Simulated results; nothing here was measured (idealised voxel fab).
You're looking at the process module voxel released beams.
Xsec cut, 180 nm wide, square cell size 5 nm.
How to read a cross-section here: the picture is a grid of square cells, written as bands going from the top down, and any band can span one or more rows of cells. Each band's line starts with the height of the band's top and of its bottom, in nm. Then come its materials from left to right, each with its width in nm. One material with "full width" fills the band from edge to edge. "air" is empty space. Basically, 0 is our baseline, since under it the wafer straight out of the box is all one material. The bottom band has no lower end and keeps on going down, so it looks like "from 0 down". A two-number width, for instance "30..40", indicates that the width is equal to the first number in the top row of the band and to the second number in the bottom row, and that it changes by a constant amount per row of cells. No cell of the cross-section changed in a step that is given as "identical to before". Heads up: "Enclosed void inventory" only lists the empty pockets with no open path to the top that are 8 cells or more, and it writes them as width x height at distance, distance from the left edge, in nm. What comes after the settings on a step's line is commentary from the simulator itself on that step. "overlay nm" denotes, for a step that has a mask, the displacement of the mask to the right of its planned place, with negative values corresponding to the left.
# Process steps (planned)
1 RECEIVE [material Si]
2 CONFORMAL_DEP [material SiN] [thk nm 10]
3 DIRECTIONAL_DEP [material SiO2] [thk nm 15]
4 PATTERN [tone open] [mask id ANCHOR] [material resist] [width nm 35] [thk nm 20] [overlay nm 0]
5 DIRECTIONAL_ETCH [etch materials SiO2] [depth nm 15]
6 STRIP [etch materials resist]
7 CONFORMAL_DEP [material polySi] [thk nm 10]
8 PATTERN [tone cover] [mask id BEAM] [material resist] [width nm 110] [thk nm 15] [overlay nm 0]
9 DIRECTIONAL_ETCH [etch materials polySi] [depth nm 5]
10 STRIP [etch materials resist]
11 STRIP [etch materials SiO2]
All wafers enter the flow in the same state. The depth nm at step 9 differs from wafer to wafer, and the plan gives the value for the first wafer.
# Cross-section: the first of several wafers in its as-received state, i.e. following step 1
* from 0 down  Si full width
* Enclosed void inventory: none
# Depicted here is the first of several wafers in cross-section, at module completion following the last step, step 11
* from 35 to 30  air: 30  polySi: 15  air: 15  polySi: 80  air: 40
* from 30 to 25  polySi: 45  air: 15  polySi: 120
* from 25 to 20  SiO2: 35  polySi: 10  air: 15  polySi: 10  SiO2: 110
* from 20 to 10  SiO2: 35  polySi: 35  SiO2: 110
* from 10 to 0  SiN full width
* from 0 down  Si full width
* Enclosed void inventory: none
# Cross-section at module completion, last wafer
* from 35 to 25  air: 30  polySi: 15  air: 15  polySi: 80  air: 40
* from 25 to 20  air: 35  polySi: 10  air: 15  polySi: 10  air: 110
* from 20 to 10  air: 35  polySi: 35  air: 110
* from 10 to 0  SiN full width
* from 0 down  Si full width
* Enclosed void inventory: none
# Below, a row for every wafer. Read it as the end-of-module picture: for each material the wafer shows its cells gained (+) or lost (-) since it was received, and then its closed voids
depth nm 5, +72 SiN, +87 SiO2, +70 polySi, Enclosed void inventory: none
depth nm 10, +72 SiN, +56 polySi, Enclosed void inventory: none
depth nm 15, +72 SiN, +56 polySi, Enclosed void inventory: none
depth nm 20, +72 SiN, +56 polySi, Enclosed void inventory: none
depth nm 25, +72 SiN, +56 polySi, Enclosed void inventory: none
